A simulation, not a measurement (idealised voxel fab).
The document below concerns the process module designated voxel wiring stack.
Xsec cut, 220 nm wide, square cell size 5 nm.
Throughout this document, each cross-section is represented as a grid of square cells and is presented as a sequence of bands enumerated from the top downward, where a band comprises one or more rows of cells.
Read a band's entry like this: the first values are the height of its top and the height of its bottom in nm, and what follows is the sequence of materials from left to right, each with its width in nm. Note that "air" is empty space, and that a single material marked "all across" reaches across the band from edge to edge.
Height 0 is the level under which the wafer as received is all one material. The lowest band goes on downwards, as in "z 0 and below".
The width entry "30->40" should be interpreted row by row: the top row of cells in the band takes the first number, the bottom row takes the second number, and the change between adjacent rows is uniform throughout.
Given "nothing was modified" for a step, no cell of the cross-section differs between before and after that step.
Each empty space that has no open way to the top and spans at least 8 cells appears under "Cavities, closed" as width x height at distance, the distance counted from the left edge, all in nm.
On a step's line, text after the settings is the simulator commenting on that step.
If you see "overlay nm" on a step's line and that step has a mask, it's telling you how far right of where it was planned the mask ended up; a negative number means it went left instead.
Process steps (planned):
1 RECEIVE,material Si
2 CONFORMAL_DEP,material SiO2,thk nm 15
3 CONFORMAL_DEP,material SiN,thk nm 5
4 DIRECTIONAL_DEP,material SiO2,thk nm 25
5 PATTERN,tone open,mask id METAL_1,material resist,width nm 25,pitch nm 50,thk nm 20,overlay nm 0
6 DIRECTIONAL_ETCH,etch materials SiO2,depth nm 25
7 DIRECTIONAL_ETCH,etch materials SiN,depth nm 5
8 STRIP,etch materials resist
9 CONFORMAL_DEP,material TiN,thk nm 5
10 FILL_DEP,material W,thk nm 5
11 CMP,height nm 45
12 CONFORMAL_DEP,material SiCN,thk nm 5
13 DIRECTIONAL_DEP,material SiO2,thk nm 10
14 PATTERN,tone open,mask id PLUG_1,material resist,width nm 15,pitch nm 50,thk nm 20,overlay nm 0
15 DIRECTIONAL_ETCH,etch materials SiO2,depth nm 10
16 DIRECTIONAL_ETCH,etch materials SiCN,depth nm 5
17 STRIP,etch materials resist
18 EPI,material Ru,thk nm 10
19 EPI,material Ru,thk nm 5
20 DIRECTIONAL_DEP,material TiN,thk nm 5
21 DIRECTIONAL_DEP,material Ru,thk nm 25
22 PATTERN,tone cover,mask id METAL_2,material resist,width nm 25,pitch nm 50,thk nm 15,overlay nm 0
23 DIRECTIONAL_ETCH,etch materials Ru,depth nm 25
24 DIRECTIONAL_ETCH,etch materials TiN,depth nm 5
25 STRIP,etch materials resist
26 FILL_DEP,material SiO2,thk nm 10
27 CMP,height nm 90
28 CONFORMAL_DEP,material SiN,thk nm 5
Cross-section of the wafer at receipt, which is the condition after step 1:
* z 0 and below = Si all across
* Cavities, closed: none
The first of two wafers, cross-sectioned at the end of the module, with the run proceeding as planned:
* z 95 to 90 = SiN all across
* z 90 to 65 = SiO2 70 nm; Ru 25 nm; SiO2 25 nm; Ru 25 nm; SiO2 75 nm
* z 65 to 60 = SiO2 70 nm; TiN 25 nm; SiO2 25 nm; TiN 25 nm; SiO2 75 nm
* z 60 to 50 = SiO2 70 nm; Ru 15 nm; SiO2 35 nm; Ru 15 nm; SiO2 85 nm
* z 50 to 45 = SiCN 70 nm; Ru 15 nm; SiCN 35 nm; Ru 15 nm; SiCN 85 nm
* z 45 to 20 = SiO2 70 nm; TiN 5 nm; W 15 nm; TiN 5 nm; SiO2 25 nm; TiN 5 nm; W 15 nm; TiN 5 nm; SiO2 75 nm
* z 20 to 15 = SiN 70 nm; TiN 25 nm; SiN 25 nm; TiN 25 nm; SiN 75 nm
* z 15 to 0 = SiO2 all across
* z 0 and below = Si all across
* Cavities, closed: none
Wafer two (of two), end-of-module cross-section: start = wafer one, plan = wafer one, one run mistake:
* z 95 to 90 = SiN all across
* z 90 to 65 = SiO2 70 nm; Ru 25 nm; SiO2 25 nm; Ru 25 nm; SiO2 75 nm
* z 65 to 60 = SiO2 70 nm; TiN 25 nm; SiO2 25 nm; TiN 25 nm; SiO2 75 nm
* z 60 to 50 = SiO2 65 nm; Ru 25 nm; SiO2 25 nm; Ru 25 nm; SiO2 80 nm
* z 50 to 45 = SiCN 65 nm; Ru 25 nm; SiCN 25 nm; Ru 25 nm; SiCN 80 nm
* z 45 to 20 = SiO2 70 nm; TiN 5 nm; W 15 nm; TiN 5 nm; SiO2 25 nm; TiN 5 nm; W 15 nm; TiN 5 nm; SiO2 75 nm
* z 20 to 15 = SiN 70 nm; TiN 25 nm; SiN 25 nm; TiN 25 nm; SiN 75 nm
* z 15 to 0 = SiO2 all across
* z 0 and below = Si all across
* Cavities, closed: none
Heads up, the wafer didn't run the way we planned it: it should be noted that step 14 was executed with settings other than those planned, the operation and settings actually applied being PATTERN,tone open,mask id PLUG_1,material resist,width nm 25,pitch nm 50,thk nm 20,overlay nm 0
Final cells, second wafer relative to first, materials higher or lower: Ru +12, SiCN -4, SiO2 -8
